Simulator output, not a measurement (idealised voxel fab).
Process module, titled voxel gate over fins
This is section cut - it's 190 nm across, gridded in 5 nm square cells.
This document writes a cross-section as a grid whose cells are square, and gives it as bands, listed from the top down; one or more rows of cells form a band. Top height, bottom height, nm. Materials left to right, width each, nm. Single material + "edge to edge" = fills band edge to edge. "blank" = empty. Convention: height 0 is the level below which the wafer, as received, is all one material. The lowest band does not terminate at the bottom but continues downward, represented as "z 0 and below". So if you see something like "30->40" for the width, read it as the top row of the band sitting at the first number and the bottom row at the second, with every row in between moving by the same amount as the last. A step reported as "all unchanged" is a step in which no cell of the cross-section changed. "Voids, fully enclosed" contains a list of empty spaces, each no smaller than 8 cells and without an open way to the top, written in the form width x height at distance with the distance from the left edge and all three in nm. What comes after the settings on a step's line is commentary from the simulator itself on that step. A step line may carry the setting "overlay nm", which, for steps involving a mask, states the distance by which the mask lay to the right of its intended position; negative values denote displacement to the left.

Process steps - plan:
1) RECEIVE with material Si
2) CONFORMAL_DEP with material SiN, thk nm 5
3) DIRECTIONAL_DEP with material aC, thk nm 15
4) PATTERN with tone cover, mask id FINS, material resist, width nm 15, pitch nm 40, thk nm 30, overlay nm 0
5) DIRECTIONAL_ETCH with etch materials aC, depth nm 15
6) STRIP with etch materials resist
7) DIRECTIONAL_ETCH with etch materials SiN, depth nm 5
8) DIRECTIONAL_ETCH with etch materials Si, depth nm 35
9) STRIP with etch materials aC
10) FILL_DEP with material SiO2, thk nm 15
11) CMP with height nm 5
12) SELECTIVE_ETCH with etch materials SiO2, depth nm 15
13) STRIP with etch materials SiN
14) CONFORMAL_DEP with material HfO2, thk nm 5
15) CONFORMAL_DEP with material TiN, thk nm 5
16) FILL_DEP with material W, thk nm 15
17) CMP with height nm 20
18) CONFORMAL_DEP with material SiN, thk nm 10

First wafer, as planned:

Cross-section of the wafer as it came to us, i.e., already through step 1:
    z 0 and below: Si edge to edge
    Voids, fully enclosed: none

Wafer after step 2 (cross-section):
    z 5 to 0: SiN edge to edge
    Below 0, the layers are the same as they were.

Wafer after step 3 (cross-section):
    z 20 to 5: aC edge to edge
    Below 5, the layers are the same as they were.

Wafer after step 4 (cross-section):
    z 50 to 20: blank (65), resist (15), blank (25), resist (15), blank (70)
    Below 20, the layers are the same as they were.

Wafer after step 5 (cross-section):
    z 35 to 20: blank (65), resist (15), blank (25), resist (15), blank (70)
    z 20 to 5: blank (65), aC (15), blank (25), aC (15), blank (70)
    Below 5, the layers are the same as they were.

Wafer after step 6 (cross-section):
    z 20 to 5: blank (65), aC (15), blank (25), aC (15), blank (70)
    Below 5, the layers are the same as they were.

Wafer after step 7 (cross-section):
    z 20 to 5: blank (65), aC (15), blank (25), aC (15), blank (70)
    z 5 to 0: blank (65), SiN (15), blank (25), SiN (15), blank (70)
    Below 0, the layers are the same as they were.

Wafer after step 8 (cross-section):
    z 20 to 5: blank (65), aC (15), blank (25), aC (15), blank (70)
    z 5 to 0: blank (65), SiN (15), blank (25), SiN (15), blank (70)
    z 0 to -35: blank (65), Si (15), blank (25), Si (15), blank (70)
    Below -35, the layers are the same as they were.

Wafer after step 9 (cross-section):
    z 5 to 0: blank (65), SiN (15), blank (25), SiN (15), blank (70)
    Below 0, the layers are the same as they were.

Wafer after step 10 (cross-section):
    z 20 to 5: SiO2 edge to edge
    z 5 to 0: SiO2 (65), SiN (15), SiO2 (25), SiN (15), SiO2 (70)
    z 0 to -35: SiO2 (65), Si (15), SiO2 (25), Si (15), SiO2 (70)
    Below -35, the layers are the same as they were.

Wafer after step 11 (cross-section):
    z 5 to 0: SiO2 (65), SiN (15), SiO2 (25), SiN (15), SiO2 (70)
    Below 0, the layers are the same as they were.

Wafer after step 12 (cross-section):
    z 5 to 0: blank (65), SiN (15), blank (25), SiN (15), blank (70)
    z 0 to -10: blank (65), Si (15), blank (25), Si (15), blank (70)
    Below -10, the layers are the same as they were.

Wafer after step 13 (cross-section):
    z 0 to -10: blank (65), Si (15), blank (25), Si (15), blank (70)
    Below -10, the layers are the same as they were.

Wafer after step 14 (cross-section):
    z 5 to 0: blank (60), HfO2 (25), blank (15), HfO2 (25), blank (65)
    z 0 to -5: blank (60), HfO2 (5), Si (15), HfO2 (5), blank (15), HfO2 (5), Si (15), HfO2 (5), blank (65)
    z -5 to -10: HfO2 (65), Si (15), HfO2 (25), Si (15), HfO2 (70)
    Below -10, the layers are the same as they were.

Wafer after step 15 (cross-section):
    z 10 to 5: blank (55), TiN (35), blank (5), TiN (35), blank (60)
    z 5 to 0: blank (55), TiN (5), HfO2 (25), TiN (5), blank (5), TiN (5), HfO2 (25), TiN (5), blank (60)
    z 0 to -5: TiN (60), HfO2 (5), Si (15), HfO2 (5), TiN (15), HfO2 (5), Si (15), HfO2 (5), TiN (65)
    Below -5, the layers are the same as they were.

Wafer after step 16 (cross-section):
    z 25 to 10: W edge to edge
    z 10 to 5: W (55), TiN (35), W (5), TiN (35), W (60)
    z 5 to 0: W (55), TiN (5), HfO2 (25), TiN (5), W (5), TiN (5), HfO2 (25), TiN (5), W (60)
    Below 0, the layers are the same as they were.

Wafer after step 17 (cross-section):
    z 20 to 10: W edge to edge
    Below 10, the layers are the same as they were.

Wafer after step 18 (cross-section):
    z 30 to 20: SiN edge to edge
    Below 20, the layers are the same as they were.

The second wafer was prepared from the same starting point and under the same plan as the first; its processing contained one mistake, and it remains indistinguishable from the first wafer up to and including step 13:

Second wafer, cross-section, planned end of step 14: all unchanged

Second wafer, cross-section, planned end of step 15:
    z 5 to 0: blank (60), TiN (25), blank (15), TiN (25), blank (65)
    z 0 to -5: blank (60), TiN (5), Si (15), TiN (5), blank (15), TiN (5), Si (15), TiN (5), blank (65)
    z -5 to -10: TiN (65), Si (15), TiN (25), Si (15), TiN (70)
    Below -10, the layers are the same as they were.

Second wafer, cross-section, planned end of step 16:
    z 20 to 5: W edge to edge
    z 5 to 0: W (60), TiN (25), W (15), TiN (25), W (65)
    z 0 to -5: W (60), TiN (5), Si (15), TiN (5), W (15), TiN (5), Si (15), TiN (5), W (65)
    Below -5, the layers are the same as they were.

Second wafer, cross-section, planned end of step 17: all unchanged

Second wafer, cross-section, planned end of step 18:
    z 30 to 20: SiN edge to edge
    Below 20, the layers are the same as they were.
Finding, execution versus plan: step 14 was left out
FYI, end of process, the second wafer has more or fewer cells of some materials than the first: HfO2: 46 fewer, W: 46 more
